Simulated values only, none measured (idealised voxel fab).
process module | voxel gate over fins
Cross-section cut spans 175 nm and uses square cells 5 nm in size.
Cross-section = grid of square cells, listed top down in bands; band = one or more rows. Look at the band entry: it leads with the top's height and the bottom's height in nm. Then it lists the materials left to right, with a width in nm for each. The word "full width" on a single material says that material fills the band edge to edge. The word "blank" is empty space. Basically, 0 is our baseline, since under it the wafer straight out of the box is all one material. The bottom band has no lower end and keeps on going down, so it looks like "0..down". The two numbers in a width such as "30 to 40" mark its ends across the band: the first belongs to the top row of cells, the second to the bottom row, and from each row to the next the width moves by the same amount. Take "remained unchanged" at face value: in the step it is given for, the cross-section changed in none of its cells. Closed empty spaces (no open way to the top) of 8 cells or more are what "Sealed internal cavities" lists, each as width x height at distance from the left edge, nm for all three. Anything after a step's settings on that line? It's the simulator's own note about the step. overlay nm: for a step with a mask, the amount by which the mask lay right of where it was planned; a negative amount means left of it.
## The planned process steps are enumerated hereunder
- 1: RECEIVE, material Si
- 2: CONFORMAL_DEP, material SiN, thk nm 5
- 3: DIRECTIONAL_DEP, material aC, thk nm 15
- 4: PATTERN, tone cover, mask id FINS, material resist, width nm 15, pitch nm 35, thk nm 35, overlay nm -15
- 5: DIRECTIONAL_ETCH, etch materials aC, depth nm 15
- 6: STRIP, etch materials resist
- 7: DIRECTIONAL_ETCH, etch materials SiN, depth nm 5
- 8: DIRECTIONAL_ETCH, etch materials Si, depth nm 30
- 9: STRIP, etch materials aC
- 10: FILL_DEP, material SiO2, thk nm 5
- 11: CMP, height nm 5
- 12: SELECTIVE_ETCH, etch materials SiO2, depth nm 20
- 13: STRIP, etch materials SiN
- 14: CONFORMAL_DEP, material HfO2, thk nm 5
- 15: CONFORMAL_DEP, material TiN, thk nm 5
- 16: FILL_DEP, material W, thk nm 10
- 17: CMP, height nm 15
- 18: CONFORMAL_DEP, material SiCN, thk nm 10
The plan shows the overlay nm of step 4 as the first wafer had it; this setting differs between the wafers, which start out alike.
## The as-received cross-section of the first of several wafers corresponds to the state after step 1
    0..down: Si full width
    Sealed internal cavities: none
## So in this table every wafer gets its own row, and what you see is where it stands at the end of the module: for each material, how many cells it picked up (+) or gave up (-) since we received it, and after that its closed voids
overlay nm -15 | +47 HfO2 | -174 Si | +70 SiCN | +87 SiO2 | +47 TiN | +98 W | Sealed internal cavities: none
overlay nm -10 | +47 HfO2 | -174 Si | +70 SiCN | +87 SiO2 | +47 TiN | +98 W | Sealed internal cavities: none
overlay nm -5 | +47 HfO2 | -174 Si | +70 SiCN | +87 SiO2 | +47 TiN | +98 W | Sealed internal cavities: none
overlay nm 0 | +47 HfO2 | -174 Si | +70 SiCN | +87 SiO2 | +47 TiN | +98 W | Sealed internal cavities: none
overlay nm 5 | +47 HfO2 | -174 Si | +70 SiCN | +87 SiO2 | +47 TiN | +98 W | Sealed internal cavities: none
overlay nm 10 | +47 HfO2 | -174 Si | +70 SiCN | +87 SiO2 | +47 TiN | +98 W | Sealed internal cavities: none
overlay nm 15 | +47 HfO2 | -174 Si | +70 SiCN | +87 SiO2 | +47 TiN | +98 W | Sealed internal cavities: none
